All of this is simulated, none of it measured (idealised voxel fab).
process module | voxel gate over fins
cross-section cut | 215 nm wide | cells 5 nm
A cross-section is a grid of square cells, given in bands from the top down. A band is one or more rows of cells.
Each band's line starts with the height of the band's top and of its bottom, in nm. Then come its materials from left to right, each with its width in nm. One material with "throughout" fills the band from edge to edge. "air" is empty space.
Height 0 is the level under which the wafer as received is all one material. The lowest band goes on downwards, as in "0 down".
A width such as "30 to 40" changes by the same amount from each row of cells to the next, from the band's top row to its bottom row.
"no change" after a step means that no cell of the cross-section changed.
closed voids: empty space of 8 cells or more with no open way to the top, each as width x height at its distance from the left edge, in nm
after a step's settings: what the simulator itself notes on the step
overlay nm, on a step with a mask: how far to the right of its planned place the mask lay; to the left if negative
plan
1 op RECEIVE | material Si
2 op CONFORMAL_DEP | material SiN | thk nm 10
3 op MASKED_ETCH | tone cover | mask id FINS | width nm 15 | pitch nm 40 | etch materials SiN | depth nm 10 | overlay nm 0
4 op MASKED_ETCH | tone cover | mask id FINS | width nm 15 | pitch nm 40 | etch materials Si | depth nm 35 | overlay nm 0
5 op OXIDIZE | depth nm 5
6 op FILL_DEP | material SiO2 | thk nm 5
7 op CMP | height nm 10
8 op SELECTIVE_ETCH | etch materials SiO2 | depth nm 20
9 op STRIP | etch materials SiN
10 op CONFORMAL_DEP | material HfO2 | thk nm 5
11 op CONFORMAL_DEP | material TiN | thk nm 5
12 op CONFORMAL_DEP | material TiAl | thk nm 5
13 op CONFORMAL_DEP | material TiN | thk nm 5
14 op FILL_DEP | material W | thk nm 10
15 op CMP | height nm 25
16 op CONFORMAL_DEP | material SiCN | thk nm 10
first wafer, as planned
as received, after step 1
  0 down: Si throughout
  closed voids: none
after step 2
  10 to 0: SiN throughout
  below 0: unchanged
after step 3
  10 to 0: air 80 | SiN 15 | air 25 | SiN 15 | air 80
  below 0: unchanged
after step 4
  10 to 0: air 80 | SiN 15 | air 25 | SiN 15 | air 80
  0 to -35: air 80 | Si 15 | air 25 | Si 15 | air 80
  below -35: unchanged
after step 5
  10 to 0: air 80 | SiN 15 | air 25 | SiN 15 | air 80
  0 to -35: air 80 | SiO2 5 | Si 5 | SiO2 5 | air 25 | SiO2 5 | Si 5 | SiO2 5 | air 80
  -35 to -40: SiO2 85 | Si 5 | SiO2 35 | Si 5 | SiO2 85
  below -40: unchanged
after step 6
  15 to 10: SiO2 throughout
  10 to 0: SiO2 80 | SiN 15 | SiO2 25 | SiN 15 | SiO2 80
  0 to -40: SiO2 85 | Si 5 | SiO2 35 | Si 5 | SiO2 85
  below -40: unchanged
after step 7
  10 to 0: SiO2 80 | SiN 15 | SiO2 25 | SiN 15 | SiO2 80
  below 0: unchanged
after step 8
  10 to 0: air 80 | SiN 15 | air 25 | SiN 15 | air 80
  0 to -10: air 85 | Si 5 | air 35 | Si 5 | air 85
  below -10: unchanged
after step 9
  0 to -10: air 85 | Si 5 | air 35 | Si 5 | air 85
  below -10: unchanged
after step 10
  5 to 0: air 80 | HfO2 15 | air 25 | HfO2 15 | air 80
  0 to -5: air 80 | HfO2 5 | Si 5 | HfO2 5 | air 25 | HfO2 5 | Si 5 | HfO2 5 | air 80
  -5 to -10: HfO2 85 | Si 5 | HfO2 35 | Si 5 | HfO2 85
  below -10: unchanged
after step 11
  10 to 5: air 75 | TiN 25 | air 15 | TiN 25 | air 75
  5 to 0: air 75 | TiN 5 | HfO2 15 | TiN 5 | air 15 | TiN 5 | HfO2 15 | TiN 5 | air 75
  0 to -5: TiN 80 | HfO2 5 | Si 5 | HfO2 5 | TiN 25 | HfO2 5 | Si 5 | HfO2 5 | TiN 80
  below -5: unchanged
after step 12
  15 to 10: air 70 | TiAl 35 | air 5 | TiAl 35 | air 70
  10 to 5: air 70 | TiAl 5 | TiN 25 | TiAl 5 | air 5 | TiAl 5 | TiN 25 | TiAl 5 | air 70
  5 to 0: TiAl 75 | TiN 5 | HfO2 15 | TiN 5 | TiAl 15 | TiN 5 | HfO2 15 | TiN 5 | TiAl 75
  below 0: unchanged
after step 13
  20 to 15: air 65 | TiN 85 | air 65
  15 to 10: air 65 | TiN 5 | TiAl 35 | TiN 5 | TiAl 35 | TiN 5 | air 65
  10 to 5: TiN 70 | TiAl 5 | TiN 25 | TiAl 5 | TiN 5 | TiAl 5 | TiN 25 | TiAl 5 | TiN 70
  below 5: unchanged
after step 14
  30 to 20: W throughout
  20 to 15: W 65 | TiN 85 | W 65
  15 to 10: W 65 | TiN 5 | TiAl 35 | TiN 5 | TiAl 35 | TiN 5 | W 65
  below 10: unchanged
after step 15
  25 to 20: W throughout
  below 20: unchanged
after step 16
  35 to 25: SiCN throughout
  below 25: unchanged
second wafer: like start, like plan, one mistake. Through step 2 it matches the first wafer
when step 3 should have ended
  10 to 0: air 85 | SiN 15 | air 25 | SiN 15 | air 75
  below 0: unchanged
when step 4 should have ended
  10 to 0: air 85 | SiN 15 | air 25 | SiN 15 | air 75
  0 to -35: air 80 | Si 20 | air 20 | Si 20 | air 75
  below -35: unchanged
when step 5 should have ended
  10 to 0: air 85 | SiN 15 | air 25 | SiN 15 | air 75
  0 to -5: air 80 | SiO2 10 | Si 5 | SiO2 5 | air 20 | SiO2 10 | Si 5 | SiO2 5 | air 75
  -5 to -35: air 80 | SiO2 5 | Si 10 | SiO2 5 | air 20 | SiO2 5 | Si 10 | SiO2 5 | air 75
  -35 to -40: SiO2 85 | Si 10 | SiO2 30 | Si 10 | SiO2 80
  below -40: unchanged
when step 6 should have ended
  15 to 10: SiO2 throughout
  10 to 0: SiO2 85 | SiN 15 | SiO2 25 | SiN 15 | SiO2 75
  0 to -5: SiO2 90 | Si 5 | SiO2 35 | Si 5 | SiO2 80
  -5 to -40: SiO2 85 | Si 10 | SiO2 30 | Si 10 | SiO2 80
  below -40: unchanged
when step 7 should have ended
  10 to 0: SiO2 85 | SiN 15 | SiO2 25 | SiN 15 | SiO2 75
  below 0: unchanged
when step 8 should have ended
  10 to 0: air 85 | SiN 15 | air 25 | SiN 15 | air 75
  0 to -10: air 90 to 85 | Si 5 to 10 | air 35 to 30 | Si 5 to 10 | air 80
  below -10: unchanged
when step 9 should have ended
  0 to -10: air 90 to 85 | Si 5 to 10 | air 35 to 30 | Si 5 to 10 | air 80
  below -10: unchanged
when step 10 should have ended
  5 to 0: air 85 | HfO2 15 | air 25 | HfO2 15 | air 75
  0 to -5: air 80 | HfO2 10 | Si 5 | HfO2 5 | air 20 | HfO2 10 | Si 5 | HfO2 5 | air 75
  -5 to -10: HfO2 85 | Si 10 | HfO2 30 | Si 10 | HfO2 80
  below -10: unchanged
when step 11 should have ended
  10 to 5: air 80 | TiN 25 | air 15 | TiN 25 | air 70
  5 to 0: air 75 | TiN 10 | HfO2 15 | TiN 5 | air 10 | TiN 10 | HfO2 15 | TiN 5 | air 70
  0 to -5: TiN 80 | HfO2 10 | Si 5 | HfO2 5 | TiN 20 | HfO2 10 | Si 5 | HfO2 5 | TiN 75
  below -5: unchanged
when step 12 should have ended
  15 to 10: air 75 | TiAl 35 | air 5 | TiAl 35 | air 65
  10 to 5: air 70 | TiAl 10 | TiN 25 | TiAl 15 | TiN 25 | TiAl 5 | air 65
  5 to 0: TiAl 75 | TiN 10 | HfO2 15 | TiN 5 | TiAl 10 | TiN 10 | HfO2 15 | TiN 5 | TiAl 70
  below 0: unchanged
when step 13 should have ended
  20 to 15: air 70 | TiN 85 | air 60
  15 to 10: air 65 | TiN 10 | TiAl 35 | TiN 5 | TiAl 35 | TiN 5 | air 60
  10 to 5: TiN 70 | TiAl 10 | TiN 25 | TiAl 15 | TiN 25 | TiAl 5 | TiN 65
  below 5: unchanged
when step 14 should have ended
  30 to 20: W throughout
  20 to 15: W 70 | TiN 85 | W 60
  15 to 10: W 65 | TiN 10 | TiAl 35 | TiN 5 | TiAl 35 | TiN 5 | W 60
  below 10: unchanged
when step 15 should have ended
  25 to 20: W throughout
  below 20: unchanged
when step 16 should have ended
  35 to 25: SiCN throughout
  below 25: unchanged
what went wrong: step 3 ran as: op MASKED_ETCH | tone cover | mask id FINS | width nm 15 | pitch nm 40 | etch materials SiN | depth nm 10 | overlay nm 5
at the end the second wafer has, in cells: 14 more of Si | 12 fewer of SiO2 | 1 fewer of TiN | 1 fewer of W
